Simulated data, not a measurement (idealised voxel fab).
process module | voxel trench capacitor
cross-section cut | 245 nm wide | cells 5 nm
A cross-section is a grid of square cells, given in bands from the top down. A band is one or more rows of cells.
Each band's line starts with the height of the band's top and of its bottom, in nm. Then come its materials from left to right, each with its width in nm. One material with "throughout" fills the band from edge to edge. "air" is empty space.
Height 0 is the level under which the wafer as received is all one material. The lowest band goes on downwards, as in "0 down".
A width such as "30 to 40" changes by the same amount from each row of cells to the next, from the band's top row to its bottom row.
"no change" after a step means that no cell of the cross-section changed.
closed voids: empty space of 8 cells or more with no open way to the top, each as width x height at its distance from the left edge, in nm
after a step's settings: what the simulator itself notes on the step
overlay nm, on a step with a mask: how far to the right of its planned place the mask lay; to the left if negative
plan
1 op RECEIVE | material Si
2 op CONFORMAL_DEP | material SiN | thk nm 5
3 op PATTERN | tone open | mask id TRENCH | material resist | width nm 25 | pitch nm 45 | thk nm 20 | overlay nm 0
4 op DIRECTIONAL_ETCH | etch materials SiN | depth nm 5
5 op DIRECTIONAL_ETCH | etch materials Si | depth nm 35
6 op STRIP | etch materials resist
7 op CONFORMAL_DEP | material HfO2 | thk nm 5
8 op CONFORMAL_DEP | material TiN | thk nm 5
9 op FILL_DEP | material W | thk nm 5
10 op CMP | height nm 5
as received, after step 1
  0 down: Si throughout
  closed voids: none
first wafer at the end, as planned
  5 to 0: SiN 65 | HfO2 5 | TiN 5 | W 5 | TiN 5 | HfO2 5 | SiN 20 | HfO2 5 | TiN 5 | W 5 | TiN 5 | HfO2 5 | SiN 20 | HfO2 5 | TiN 5 | W 5 | TiN 5 | HfO2 5 | SiN 65
  0 to -25: Si 65 | HfO2 5 | TiN 5 | W 5 | TiN 5 | HfO2 5 | Si 20 | HfO2 5 | TiN 5 | W 5 | TiN 5 | HfO2 5 | Si 20 | HfO2 5 | TiN 5 | W 5 | TiN 5 | HfO2 5 | Si 65
  -25 to -30: Si 65 | HfO2 5 | TiN 15 | HfO2 5 | Si 20 | HfO2 5 | TiN 15 | HfO2 5 | Si 20 | HfO2 5 | TiN 15 | HfO2 5 | Si 65
  -30 to -35: Si 65 | HfO2 25 | Si 20 | HfO2 25 | Si 20 | HfO2 25 | Si 65
  -35 down: Si throughout
  closed voids: none
second wafer at the end: like start, like plan, one mistake
  5 to 0: SiN 65 | HfO2 5 | TiN 5 | W 5 | TiN 5 | HfO2 5 | SiN 20 | HfO2 5 | TiN 5 | W 5 | TiN 5 | HfO2 5 | SiN 20 | HfO2 5 | TiN 5 | W 5 | TiN 5 | HfO2 5 | SiN 65
  0 to -15: Si 65 | HfO2 5 | TiN 5 | W 5 | TiN 5 | HfO2 5 | Si 20 | HfO2 5 | TiN 5 | W 5 | TiN 5 | HfO2 5 | Si 20 | HfO2 5 | TiN 5 | W 5 | TiN 5 | HfO2 5 | Si 65
  -15 to -20: Si 65 | HfO2 5 | TiN 15 | HfO2 5 | Si 20 | HfO2 5 | TiN 15 | HfO2 5 | Si 20 | HfO2 5 | TiN 15 | HfO2 5 | Si 65
  -20 to -25: Si 65 | HfO2 25 | Si 20 | HfO2 25 | Si 20 | HfO2 25 | Si 65
  -25 down: Si throughout
  closed voids: none
what went wrong: step 5 ran as: op DIRECTIONAL_ETCH | etch materials Si | depth nm 25
at the end the second wafer has, in cells: 12 fewer of HfO2 | 30 more of Si | 12 fewer of TiN | 6 fewer of W
